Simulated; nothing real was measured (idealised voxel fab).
This section sets out a process module, namely voxel spacer lines.
Cross-section cut: width 150 nm, square cells of 5 nm.
The cross-sections in this document take the form of a grid made of square cells. They are written out as bands, in order from top to bottom. Each band consists of one or more rows of cells. Quick guide to a band line: top height, bottom height (nm) up front; then every material left to right with its width in nm. Only one material and it's marked "edge to edge"? Then it fills the band edge to edge. And "empty" just means empty space. Height reference: 0 = level under which incoming wafer is all one material. Lowest band: no bottom, runs on downward, e.g. "0 and below". A width given as "30..40" starts at the first number in the band's top row and ends at the second number in its bottom row, shifting by an equal amount at every step from row to row. Take "no change" at face value: in the step it is given for, the cross-section changed in none of its cells. Each empty space that has no open way to the top and spans at least 8 cells appears under "Closed void register" as width x height at distance, the distance counted from the left edge, all in nm. Note: text after step settings on the step line = simulator remark on that step. overlay nm: on a step with a mask, how far right of its planned place the mask lay; negative means left.

Intended process steps:
1) op RECEIVE | material Si
2) op CONFORMAL_DEP | material Al2O3 | thk nm 10
3) op DIRECTIONAL_DEP | material SiN | thk nm 10
4) op DIRECTIONAL_DEP | material polySi | thk nm 25
5) op PATTERN | tone cover | mask id MANDREL | material resist | width nm 15 | pitch nm 60 | thk nm 30 | overlay nm -15
6) op DIRECTIONAL_ETCH | etch materials polySi | depth nm 25
7) op STRIP | etch materials resist
8) op CONFORMAL_DEP | material SiO2 | thk nm 15
9) op DIRECTIONAL_ETCH | etch materials SiO2 | depth nm 15
10) op STRIP | etch materials polySi
11) op DIRECTIONAL_ETCH | etch materials SiN | depth nm 10
12) op STRIP | etch materials SiO2
13) op FILL_DEP | material SiO2 | thk nm 10
14) op CMP | height nm 20
The value of overlay nm given for step 5 in the plan refers to the first wafer; the wafers vary in this setting and are alike at the start.

Cross-section: the first of several wafers in its as-received state, i.e. following step 1:
0 and below: Si edge to edge
Closed void register: none

Row per wafer, end-of-module: cell gain (+)/loss (-) by material since the wafer came in, then closed voids:
overlay nm -15, +60 Al2O3, +24 SiN, +36 SiO2, Closed void register: none
overlay nm -10, +60 Al2O3, +24 SiN, +36 SiO2, Closed void register: none
overlay nm -5, +60 Al2O3, +24 SiN, +36 SiO2, Closed void register: none
overlay nm 0, +60 Al2O3, +24 SiN, +36 SiO2, Closed void register: none
overlay nm 5, +60 Al2O3, +24 SiN, +36 SiO2, Closed void register: none
overlay nm 10, +60 Al2O3, +24 SiN, +36 SiO2, Closed void register: none
overlay nm 15, +60 Al2O3, +24 SiN, +36 SiO2, Closed void register: none
